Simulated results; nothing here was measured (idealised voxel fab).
process module | voxel wiring stack
cross-section cut | 290 nm wide | cells 5 nm
A cross-section is a grid of square cells, given in bands from the top down. A band is one or more rows of cells.
Each band's line starts with the height of the band's top and of its bottom, in nm. Then come its materials from left to right, each with its width in nm. One material with "throughout" fills the band from edge to edge. "air" is empty space.
Height 0 is the level under which the wafer as received is all one material. The lowest band goes on downwards, as in "0 down".
A width such as "30 to 40" changes by the same amount from each row of cells to the next, from the band's top row to its bottom row.
"no change" after a step means that no cell of the cross-section changed.
closed voids: empty space of 8 cells or more with no open way to the top, each as width x height at its distance from the left edge, in nm
after a step's settings: what the simulator itself notes on the step
overlay nm, on a step with a mask: how far to the right of its planned place the mask lay; to the left if negative
plan
1 op RECEIVE | material Si
2 op CONFORMAL_DEP | material SiO2 | thk nm 15
3 op CONFORMAL_DEP | material SiCN | thk nm 5
4 op DIRECTIONAL_DEP | material SiO2 | thk nm 20
5 op PATTERN | tone open | mask id METAL_1 | material resist | width nm 30 | pitch nm 50 | thk nm 15 | overlay nm 0
6 op DIRECTIONAL_ETCH | etch materials SiO2 | depth nm 20
7 op DIRECTIONAL_ETCH | etch materials SiCN | depth nm 5
8 op STRIP | etch materials resist
9 op CONFORMAL_DEP | material TiN | thk nm 5
10 op FILL_DEP | material Cu | thk nm 5
11 op CMP | height nm 40
12 op EPI | material Ru | thk nm 5
13 op FILL_DEP | material SiCN | thk nm 5
14 op DIRECTIONAL_DEP | material lowk | thk nm 20
15 op DIRECTIONAL_DEP | material aC | thk nm 15
16 op PATTERN | tone open | mask id PLUG_1 | material resist | width nm 15 | pitch nm 50 | thk nm 35 | overlay nm 0
17 op DIRECTIONAL_ETCH | etch materials aC | depth nm 15
18 op STRIP | etch materials resist
19 op DIRECTIONAL_ETCH | etch materials lowk | depth nm 20
20 op DIRECTIONAL_ETCH | etch materials SiCN | depth nm 5
21 op STRIP | etch materials aC
22 op CONFORMAL_DEP | material TiN | thk nm 5
23 op FILL_DEP | material Ru | thk nm 5
24 op CMP | height nm 70
25 op CONFORMAL_DEP | material SiN | thk nm 5
26 op DIRECTIONAL_DEP | material lowk | thk nm 15
27 op MASKED_ETCH | tone open | mask id METAL_2 | width nm 20 | pitch nm 50 | etch materials lowk | depth nm 15 | overlay nm 0
28 op MASKED_ETCH | tone open | mask id METAL_2 | width nm 30 | pitch nm 50 | etch materials SiN | depth nm 5 | overlay nm 0
29 op CONFORMAL_DEP | material TiN | thk nm 5
30 op FILL_DEP | material Cu | thk nm 10
31 op CMP | height nm 90
32 op CONFORMAL_DEP | material SiCN | thk nm 5
varied across the wafers: width nm of step 27. The plan shows the first wafer's value. All wafers start alike
first wafer as received, after step 1
  0 down: Si throughout
  closed voids: none
each wafer at the end: cells of each material gained (+) or lost (-) since it was received, then its closed voids
width nm 20 | +88 Cu | +48 Ru | +164 SiCN | +42 SiN | +310 SiO2 | +140 TiN | +310 lowk | closed voids: none
width nm 25 | +100 Cu | +48 Ru | +164 SiCN | +38 SiN | +310 SiO2 | +144 TiN | +298 lowk | closed voids: none
width nm 30 | +112 Cu | +48 Ru | +164 SiCN | +34 SiN | +310 SiO2 | +148 TiN | +286 lowk | closed voids: none
width nm 35 | +120 Cu | +48 Ru | +164 SiCN | +34 SiN | +310 SiO2 | +152 TiN | +274 lowk | closed voids: none
